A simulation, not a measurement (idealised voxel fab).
process module | voxel air gaps
cross-section cut | 190 nm wide | cells 5 nm
A cross-section is a grid of square cells, given in bands from the top down. A band is one or more rows of cells.
Each band's line starts with the height of the band's top and of its bottom, in nm. Then come its materials from left to right, each with its width in nm. One material with "throughout" fills the band from edge to edge. "air" is empty space.
Height 0 is the level under which the wafer as received is all one material. The lowest band goes on downwards, as in "0 down".
A width such as "30 to 40" changes by the same amount from each row of cells to the next, from the band's top row to its bottom row.
"no change" after a step means that no cell of the cross-section changed.
closed voids: empty space of 8 cells or more with no open way to the top, each as width x height at its distance from the left edge, in nm
after a step's settings: what the simulator itself notes on the step
overlay nm, on a step with a mask: how far to the right of its planned place the mask lay; to the left if negative
plan
1 op RECEIVE | material Si
2 op CONFORMAL_DEP | material SiO2 | thk nm 15
3 op CONFORMAL_DEP | material SiCN | thk nm 5
4 op DIRECTIONAL_DEP | material lowk | thk nm 35
5 op DIRECTIONAL_DEP | material aC | thk nm 15
6 op PATTERN | tone open | mask id LINES | material resist | width nm 15 | pitch nm 45 | thk nm 30 | overlay nm 0
7 op DIRECTIONAL_ETCH | etch materials aC | depth nm 15
8 op STRIP | etch materials resist
9 op DIRECTIONAL_ETCH | etch materials lowk | depth nm 35
10 op STRIP | etch materials aC
11 op CONFORMAL_DEP | material TiN | thk nm 5
12 op FILL_DEP | material Cu | thk nm 10
13 op CMP | height nm 55
14 op EPI | material Ru | thk nm 10
15 op SELECTIVE_ETCH | etch materials lowk | depth nm 45
16 op CONFORMAL_DEP | material SiCN | thk nm 5
as received, after step 1
  0 down: Si throughout
  closed voids: none
a wafer at the end: this start, this plan, one mistake
  70 to 65: air 20 | SiCN 135 | air 35
  65 to 55: air 20 | SiCN 5 | Ru 35 | SiCN 10 | Ru 35 | SiCN 10 | Ru 35 | SiCN 5 | air 35
  55 to 50: air 20 | SiCN 15 | TiN 5 | Cu 5 | TiN 5 | SiCN 30 | TiN 5 | Cu 5 | TiN 5 | SiCN 30 | TiN 5 | Cu 5 | TiN 5 | SiCN 15 | air 35
  50 to 25: air 30 | SiCN 5 | TiN 5 | Cu 5 | TiN 5 | SiCN 5 | air 20 | SiCN 5 | TiN 5 | Cu 5 | TiN 5 | SiCN 5 | air 20 | SiCN 5 | TiN 5 | Cu 5 | TiN 5 | SiCN 5 | air 45
  25 to 20: SiCN 35 | TiN 15 | SiCN 30 | TiN 15 | SiCN 30 | TiN 15 | SiCN 50
  20 to 15: SiCN throughout
  15 to 0: SiO2 throughout
  0 down: Si throughout
  closed voids: 20 x 25 at 55; 20 x 25 at 100
what went wrong: step 6 ran as: op PATTERN | tone open | mask id LINES | material resist | width nm 15 | pitch nm 45 | thk nm 30 | overlay nm -5
